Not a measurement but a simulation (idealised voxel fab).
process module | voxel air gaps
cross-section cut | 150 nm wide | cells 5 nm
A cross-section is a grid of square cells, given in bands from the top down. A band is one or more rows of cells.
Each band's line starts with the height of the band's top and of its bottom, in nm. Then come its materials from left to right, each with its width in nm. One material with "throughout" fills the band from edge to edge. "air" is empty space.
Height 0 is the level under which the wafer as received is all one material. The lowest band goes on downwards, as in "0 down".
A width such as "30 to 40" changes by the same amount from each row of cells to the next, from the band's top row to its bottom row.
"no change" after a step means that no cell of the cross-section changed.
closed voids: empty space of 8 cells or more with no open way to the top, each as width x height at its distance from the left edge, in nm
after a step's settings: what the simulator itself notes on the step
overlay nm, on a step with a mask: how far to the right of its planned place the mask lay; to the left if negative
plan
1 op RECEIVE | material Si
2 op CONFORMAL_DEP | material SiO2 | thk nm 15
3 op CONFORMAL_DEP | material SiN | thk nm 5
4 op DIRECTIONAL_DEP | material SiO2 | thk nm 35
5 op MASKED_ETCH | tone open | mask id LINES | width nm 20 | pitch nm 45 | etch materials SiO2 | depth nm 35 | overlay nm 0
6 op CONFORMAL_DEP | material TiN | thk nm 5
7 op FILL_DEP | material Ru | thk nm 5
8 op CMP | height nm 55
9 op EPI | material Ru | thk nm 10
10 op SELECTIVE_ETCH | etch materials SiO2 | depth nm 45
11 op CONFORMAL_DEP | material SiN | thk nm 5
as received, after step 1
  0 down: Si throughout
  closed voids: none
a wafer at the end: this start, this plan, one mistake
  70 to 65: SiN throughout
  65 to 55: SiN 5 | Ru 140 | SiN 5
  55 to 50: SiN 15 | TiN 5 | Ru 20 | TiN 5 | SiO2 15 | TiN 5 | Ru 20 | TiN 5 | SiO2 15 | TiN 5 | Ru 20 | TiN 5 | SiN 15
  50 to 25: air 10 | SiN 5 | TiN 5 | Ru 20 | TiN 5 | SiO2 15 | TiN 5 | Ru 20 | TiN 5 | SiO2 15 | TiN 5 | Ru 20 | TiN 5 | SiN 5 | air 10
  25 to 20: SiN 15 | TiN 30 | SiO2 15 | TiN 30 | SiO2 15 | TiN 30 | SiN 15
  20 to 15: SiN throughout
  15 to 0: SiO2 throughout
  0 down: Si throughout
  closed voids: 10 x 25 at 0; 10 x 25 at 140
what went wrong: step 5 ran as: op MASKED_ETCH | tone open | mask id LINES | width nm 30 | pitch nm 45 | etch materials SiO2 | depth nm 35 | overlay nm 0
